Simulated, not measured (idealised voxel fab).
Presented below is a process module, voxel double patterning.
Each square cell in cross-section cut measures 5 nm, and the section as a whole is 235 nm wide.
The cross-sections in this document take the form of a grid made of square cells. They are written out as bands, in order from top to bottom. Each band consists of one or more rows of cells. This entry defines a band. It first specifies the height of the band's top and the height of its bottom in nm, and then specifies the band's materials from left to right, stating each material with its width in nm. The word "throughout" identifies a single material that fills the band from edge to edge, while the word "blank" identifies empty space. Height datum 0, below which the as-received substrate wafer is one material. Lowest band open at the bottom, running downward: "from 0 down". So if you see something like "30..40" for the width, read it as the top row of the band sitting at the first number and the bottom row at the second, with every row in between moving by the same amount as the last. For the purposes of this document, the phrase "all unchanged" attached to a step denotes that no cell within the cross-section was modified by that step. Enclosed voids (no open way to top), threshold 8 cells or more, entry "Voids, enclosed", notation width x height at distance, distance from left edge, nm. Formally, on a step line, whatever follows the settings is a remark that the simulator itself makes on the step. A step's line can hold "overlay nm"; with a mask on that step, the setting says how far right of the planned place the mask lay, while a negative setting says it lay to the left.
## These are the steps we planned for the process
1: RECEIVE with material Si
2: CONFORMAL_DEP with material SiO2, thk nm 10
3: DIRECTIONAL_DEP with material W, thk nm 15
4: DIRECTIONAL_DEP with material SiN, thk nm 10
5: MASKED_ETCH with tone open, mask id FIRST, width nm 15, pitch nm 50, etch materials SiN, depth nm 10, overlay nm 0
6: DIRECTIONAL_DEP with material aC, thk nm 15
7: PATTERN with tone open, mask id SECOND, material resist, width nm 15, pitch nm 50, thk nm 35, overlay nm 0
8: DIRECTIONAL_ETCH with etch materials aC, depth nm 15
9: STRIP with etch materials resist
10: DIRECTIONAL_ETCH with etch materials SiN, depth nm 10
11: STRIP with etch materials aC
12: DIRECTIONAL_ETCH with etch materials W, depth nm 15
13: STRIP with etch materials SiN
## First wafer of two (run as planned)
## As-received state of the wafer in cross-section, equivalent to post-step 1
	from 0 down: Si throughout
	Voids, enclosed: none
## Step 2 complete: cross-section through the wafer
	from 10 to 0: SiO2 throughout
	Under the height 0 nothing was changed.
## Step 3 complete: cross-section through the wafer
	from 25 to 10: W throughout
	Under the height 10 nothing was changed.
## Step 4 complete: cross-section through the wafer
	from 35 to 25: SiN throughout
	Under the height 25 nothing was changed.
## Step 5 complete: cross-section through the wafer
	from 35 to 25: 60 of SiN, 15 of blank, 35 of SiN, 15 of blank, 35 of SiN, 15 of blank, 60 of SiN
	Under the height 25 nothing was changed.
## Step 6 complete: cross-section through the wafer
	from 50 to 40: 60 of aC, 15 of blank, 35 of aC, 15 of blank, 35 of aC, 15 of blank, 60 of aC
	from 40 to 35: aC throughout
	from 35 to 25: 60 of SiN, 15 of aC, 35 of SiN, 15 of aC, 35 of SiN, 15 of aC, 60 of SiN
	Under the height 25 nothing was changed.
## Step 7 complete: cross-section through the wafer
	from 85 to 50: 85 of resist, 15 of blank, 35 of resist, 15 of blank, 85 of resist
	from 50 to 40: 60 of aC, 15 of resist, 35 of aC, 15 of resist, 35 of aC, 15 of resist, 60 of aC
	Under the height 40 nothing was changed.
## Step 8 complete: cross-section through the wafer
	from 70 to 50: 85 of resist, 15 of blank, 35 of resist, 15 of blank, 85 of resist
	from 50 to 40: 60 of aC, 15 of resist, 10 of aC, 15 of blank, 10 of aC, 15 of resist, 10 of aC, 15 of blank, 10 of aC, 15 of resist, 60 of aC
	from 40 to 35: 85 of aC, 15 of blank, 35 of aC, 15 of blank, 85 of aC
	Under the height 35 nothing was changed.
## Step 9 complete: cross-section through the wafer
	from 50 to 40: 60 of aC, 15 of blank, 10 of aC, 15 of blank, 10 of aC, 15 of blank, 10 of aC, 15 of blank, 10 of aC, 15 of blank, 60 of aC
	Under the height 40 nothing was changed.
## Step 10 complete: cross-section through the wafer
	from 50 to 40: 60 of aC, 15 of blank, 10 of aC, 15 of blank, 10 of aC, 15 of blank, 10 of aC, 15 of blank, 10 of aC, 15 of blank, 60 of aC
	from 40 to 35: 85 of aC, 15 of blank, 35 of aC, 15 of blank, 85 of aC
	from 35 to 25: 60 of SiN, 15 of aC, 10 of SiN, 15 of blank, 10 of SiN, 15 of aC, 10 of SiN, 15 of blank, 10 of SiN, 15 of aC, 60 of SiN
	Under the height 25 nothing was changed.
## Step 11 complete: cross-section through the wafer
	from 35 to 25: 60 of SiN, 15 of blank, 10 of SiN, 15 of blank, 10 of SiN, 15 of blank, 10 of SiN, 15 of blank, 10 of SiN, 15 of blank, 60 of SiN
	Under the height 25 nothing was changed.
## Step 12 complete: cross-section through the wafer
	from 35 to 25: 60 of SiN, 15 of blank, 10 of SiN, 15 of blank, 10 of SiN, 15 of blank, 10 of SiN, 15 of blank, 10 of SiN, 15 of blank, 60 of SiN
	from 25 to 10: 60 of W, 15 of blank, 10 of W, 15 of blank, 10 of W, 15 of blank, 10 of W, 15 of blank, 10 of W, 15 of blank, 60 of W
	Under the height 10 nothing was changed.
## Step 13 complete: cross-section through the wafer
	from 25 to 10: 60 of W, 15 of blank, 10 of W, 15 of blank, 10 of W, 15 of blank, 10 of W, 15 of blank, 10 of W, 15 of blank, 60 of W
	Under the height 10 nothing was changed.
## Okay, second wafer. Nothing different at the start, nothing different in the plan, just one mistake somewhere in the running. As far as step 2, counting that step, it's the first wafer all over again
## Second wafer, sectioned view, at step 3's planned end time
	from 30 to 10: W throughout
	Under the height 10 nothing was changed.
## Second wafer, sectioned view, at step 4's planned end time
	from 40 to 30: SiN throughout
	Under the height 30 nothing was changed.
## Second wafer, sectioned view, at step 5's planned end time
	from 40 to 30: 60 of SiN, 15 of blank, 35 of SiN, 15 of blank, 35 of SiN, 15 of blank, 60 of SiN
	Under the height 30 nothing was changed.
## Second wafer, sectioned view, at step 6's planned end time
	from 55 to 45: 60 of aC, 15 of blank, 35 of aC, 15 of blank, 35 of aC, 15 of blank, 60 of aC
	from 45 to 40: aC throughout
	from 40 to 30: 60 of SiN, 15 of aC, 35 of SiN, 15 of aC, 35 of SiN, 15 of aC, 60 of SiN
	Under the height 30 nothing was changed.
## Second wafer, sectioned view, at step 7's planned end time
	from 90 to 55: 85 of resist, 15 of blank, 35 of resist, 15 of blank, 85 of resist
	from 55 to 45: 60 of aC, 15 of resist, 35 of aC, 15 of resist, 35 of aC, 15 of resist, 60 of aC
	Under the height 45 nothing was changed.
## Second wafer, sectioned view, at step 8's planned end time
	from 75 to 55: 85 of resist, 15 of blank, 35 of resist, 15 of blank, 85 of resist
	from 55 to 45: 60 of aC, 15 of resist, 10 of aC, 15 of blank, 10 of aC, 15 of resist, 10 of aC, 15 of blank, 10 of aC, 15 of resist, 60 of aC
	from 45 to 40: 85 of aC, 15 of blank, 35 of aC, 15 of blank, 85 of aC
	Under the height 40 nothing was changed.
## Second wafer, sectioned view, at step 9's planned end time
	from 55 to 45: 60 of aC, 15 of blank, 10 of aC, 15 of blank, 10 of aC, 15 of blank, 10 of aC, 15 of blank, 10 of aC, 15 of blank, 60 of aC
	Under the height 45 nothing was changed.
## Second wafer, sectioned view, at step 10's planned end time
	from 55 to 45: 60 of aC, 15 of blank, 10 of aC, 15 of blank, 10 of aC, 15 of blank, 10 of aC, 15 of blank, 10 of aC, 15 of blank, 60 of aC
	from 45 to 40: 85 of aC, 15 of blank, 35 of aC, 15 of blank, 85 of aC
	from 40 to 30: 60 of SiN, 15 of aC, 10 of SiN, 15 of blank, 10 of SiN, 15 of aC, 10 of SiN, 15 of blank, 10 of SiN, 15 of aC, 60 of SiN
	Under the height 30 nothing was changed.
## Second wafer, sectioned view, at step 11's planned end time
	from 40 to 30: 60 of SiN, 15 of blank, 10 of SiN, 15 of blank, 10 of SiN, 15 of blank, 10 of SiN, 15 of blank, 10 of SiN, 15 of blank, 60 of SiN
	Under the height 30 nothing was changed.
## Second wafer, sectioned view, at step 12's planned end time
	from 40 to 30: 60 of SiN, 15 of blank, 10 of SiN, 15 of blank, 10 of SiN, 15 of blank, 10 of SiN, 15 of blank, 10 of SiN, 15 of blank, 60 of SiN
	from 30 to 15: 60 of W, 15 of blank, 10 of W, 15 of blank, 10 of W, 15 of blank, 10 of W, 15 of blank, 10 of W, 15 of blank, 60 of W
	Under the height 15 nothing was changed.
## Second wafer, sectioned view, at step 13's planned end time
	from 30 to 15: 60 of W, 15 of blank, 10 of W, 15 of blank, 10 of W, 15 of blank, 10 of W, 15 of blank, 10 of W, 15 of blank, 60 of W
	Under the height 15 nothing was changed.
Misprocessing identified: off-plan run, step 3, actual operation and settings DIRECTIONAL_DEP with material W, thk nm 20
Heads up, by the end the second wafer has more or fewer cells of some materials compared to the first: 47 more of W
